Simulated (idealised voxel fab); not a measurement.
process module | voxel self aligned vias
cross-section cut | 280 nm wide | cells 5 nm
A cross-section is a grid of square cells, given in bands from the top down. A band is one or more rows of cells.
Each band's line starts with the height of the band's top and of its bottom, in nm. Then come its materials from left to right, each with its width in nm. One material with "throughout" fills the band from edge to edge. "air" is empty space.
Height 0 is the level under which the wafer as received is all one material. The lowest band goes on downwards, as in "0 down".
A width such as "30 to 40" changes by the same amount from each row of cells to the next, from the band's top row to its bottom row.
"no change" after a step means that no cell of the cross-section changed.
closed voids: empty space of 8 cells or more with no open way to the top, each as width x height at its distance from the left edge, in nm
after a step's settings: what the simulator itself notes on the step
overlay nm, on a step with a mask: how far to the right of its planned place the mask lay; to the left if negative
plan
1 op RECEIVE | material Si
2 op CONFORMAL_DEP | material SiO2 | thk nm 10
3 op CONFORMAL_DEP | material SiCN | thk nm 5
4 op DIRECTIONAL_DEP | material lowk | thk nm 20
5 op DIRECTIONAL_DEP | material aC | thk nm 10
6 op PATTERN | tone open | mask id LINES | material resist | width nm 20 | pitch nm 65 | thk nm 30 | overlay nm 0
7 op DIRECTIONAL_ETCH | etch materials aC | depth nm 10
8 op STRIP | etch materials resist
9 op DIRECTIONAL_ETCH | etch materials lowk | depth nm 20
10 op STRIP | etch materials aC
11 op CONFORMAL_DEP | material TiN | thk nm 5
12 op FILL_DEP | material W | thk nm 10
13 op CMP | height nm 35
14 op SELECTIVE_ETCH | etch materials W Ru TiN | depth nm 5
15 op FILL_DEP | material SiN | thk nm 5
16 op CMP | height nm 35
17 op DIRECTIONAL_DEP | material lowk | thk nm 20
18 op PATTERN | tone open | mask id VIAS | material resist | width nm 40 | thk nm 20 | overlay nm 0
19 op DIRECTIONAL_ETCH | etch materials lowk | depth nm 20
20 op DIRECTIONAL_ETCH | etch materials SiN | depth nm 5
21 op STRIP | etch materials resist
22 op CONFORMAL_DEP | material TiN | thk nm 5
23 op FILL_DEP | material Cu | thk nm 5
24 op CMP | height nm 55
25 op CONFORMAL_DEP | material SiN | thk nm 5
varied across the wafers: width nm of step 6. The plan shows the first wafer's value. All wafers start alike
first wafer as received, after step 1
  0 down: Si throughout
  closed voids: none
first wafer at the end, after step 25
  60 to 55: SiN throughout
  55 to 40: lowk 85 | TiN 5 | Cu 30 | TiN 5 | lowk 155
  40 to 35: lowk 85 | TiN 15 | Cu 10 | TiN 15 | lowk 155
  35 to 30: lowk 95 | TiN 20 | lowk 45 | SiN 20 | lowk 100
  30 to 20: lowk 95 | TiN 5 | W 10 | TiN 5 | lowk 45 | TiN 5 | W 10 | TiN 5 | lowk 100
  20 to 15: lowk 95 | TiN 20 | lowk 45 | TiN 20 | lowk 100
  15 to 10: SiCN throughout
  10 to 0: SiO2 throughout
  0 down: Si throughout
  closed voids: none
last wafer at the end
  60 to 55: SiN throughout
  55 to 35: lowk 85 | TiN 5 | Cu 30 | TiN 5 | lowk 155
  35 to 30: lowk 85 | TiN 40 | SiN 5 | lowk 20 | SiN 45 | lowk 85
  30 to 20: lowk 85 | TiN 5 | W 35 | TiN 5 | lowk 20 | TiN 5 | W 35 | TiN 5 | lowk 85
  20 to 15: lowk 85 | TiN 45 | lowk 20 | TiN 45 | lowk 85
  15 to 10: SiCN throughout
  10 to 0: SiO2 throughout
  0 down: Si throughout
  closed voids: none
each wafer at the end: cells of each material gained (+) or lost (-) since it was received, then its closed voids
width nm 20 | +20 Cu | +56 SiCN | +60 SiN | +112 SiO2 | +32 TiN | +8 W | +384 lowk | closed voids: none
width nm 25 | +21 Cu | +56 SiCN | +61 SiN | +112 SiO2 | +34 TiN | +12 W | +376 lowk | closed voids: none
width nm 30 | +22 Cu | +56 SiCN | +62 SiN | +112 SiO2 | +36 TiN | +16 W | +368 lowk | closed voids: none
width nm 35 | +23 Cu | +56 SiCN | +63 SiN | +112 SiO2 | +38 TiN | +20 W | +360 lowk | closed voids: none
width nm 40 | +24 Cu | +56 SiCN | +64 SiN | +112 SiO2 | +40 TiN | +24 W | +352 lowk | closed voids: none
width nm 45 | +24 Cu | +56 SiCN | +66 SiN | +112 SiO2 | +42 TiN | +28 W | +344 lowk | closed voids: none
